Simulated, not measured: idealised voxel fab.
Process module name: voxel self aligned vias
FYI the section here is cut, 175 nm wide, cells are 5 nm squares.
Format of a cross-section: grid, square cells. Given as bands. Order: top down. Band: one or more rows of cells. For a band, the entry starts with two heights in nm, that of the top and then that of the bottom, and carries on with the band's materials in order from left to right, each alongside its width in nm; the word "throughout" beside a single material means it fills the band edge to edge, and "empty" means empty space. Note: height 0 marks the level under which the wafer is uniformly one material as received. Lowest band unbounded below, written "0 and below". The two numbers in a width such as "30 to 40" mark its ends across the band: the first belongs to the top row of cells, the second to the bottom row, and from each row to the next the width moves by the same amount. Any step labelled "nothing altered" changed none of the cells in the cross-section. "Internal closed voids" - sealed voids, min. 8 cells, no opening to top; format: width x height at distance (distance from left edge; nm throughout). Formally, on a step line, whatever follows the settings is a remark that the simulator itself makes on the step. overlay nm: step with mask; distance mask lay right of planned place; negative value = left of planned place.

## Below is the list of planned process steps
1,RECEIVE (material Si)
2,CONFORMAL_DEP (material SiO2; thk nm 15)
3,CONFORMAL_DEP (material SiCN; thk nm 5)
4,DIRECTIONAL_DEP (material lowk; thk nm 20)
5,MASKED_ETCH (tone open; mask id LINES; width nm 30; pitch nm 70; etch materials lowk; depth nm 20; overlay nm 0)
6,CONFORMAL_DEP (material TiN; thk nm 5)
7,FILL_DEP (material Ru; thk nm 10)
8,CMP (height nm 40)
9,SELECTIVE_ETCH (etch materials W Ru TiN; depth nm 5)
10,FILL_DEP (material SiN; thk nm 10)
11,CMP (height nm 40)
12,DIRECTIONAL_DEP (material lowk; thk nm 20)
13,DIRECTIONAL_DEP (material aC; thk nm 15)
14,PATTERN (tone open; mask id VIAS; material resist; width nm 40; pitch nm 70; thk nm 30; overlay nm 0)
15,DIRECTIONAL_ETCH (etch materials aC; depth nm 15)
16,STRIP (etch materials resist)
17,DIRECTIONAL_ETCH (etch materials lowk; depth nm 20)
18,DIRECTIONAL_ETCH (etch materials SiN; depth nm 5)
19,STRIP (etch materials aC)
20,CONFORMAL_DEP (material TiN; thk nm 5)
21,FILL_DEP (material Ru; thk nm 10)
22,CMP (height nm 60)
23,CONFORMAL_DEP (material SiCN; thk nm 5)

## Cross-section: wafer on arrival = after step 1
> 0 and below: Si throughout
> Internal closed voids: none

## Result of the module, cross-sectioned: start per above, plan per above, one error in how it was run
> 80 down to 75: SiCN throughout
> 75 down to 65: Ru throughout
> 65 down to 60: 35 nm TiN  30 nm Ru  40 nm TiN  30 nm Ru  40 nm TiN
> 60 down to 45: 30 nm lowk  5 nm TiN  30 nm Ru  5 nm TiN  30 nm lowk  5 nm TiN  30 nm Ru  5 nm TiN  35 nm lowk
> 45 down to 40: 30 nm lowk  10 nm TiN  20 nm Ru  10 nm TiN  30 nm lowk  10 nm TiN  20 nm Ru  10 nm TiN  35 nm lowk
> 40 down to 35: 35 nm lowk  30 nm TiN  40 nm lowk  30 nm TiN  40 nm lowk
> 35 down to 25: 35 nm lowk  5 nm TiN  20 nm Ru  5 nm TiN  40 nm lowk  5 nm TiN  20 nm Ru  5 nm TiN  40 nm lowk
> 25 down to 20: 35 nm lowk  30 nm TiN  40 nm lowk  30 nm TiN  40 nm lowk
> 20 down to 15: SiCN throughout
> 15 down to 0: SiO2 throughout
> 0 and below: Si throughout
> Internal closed voids: none
what went wrong: plan step 22 never ran because it was skipped
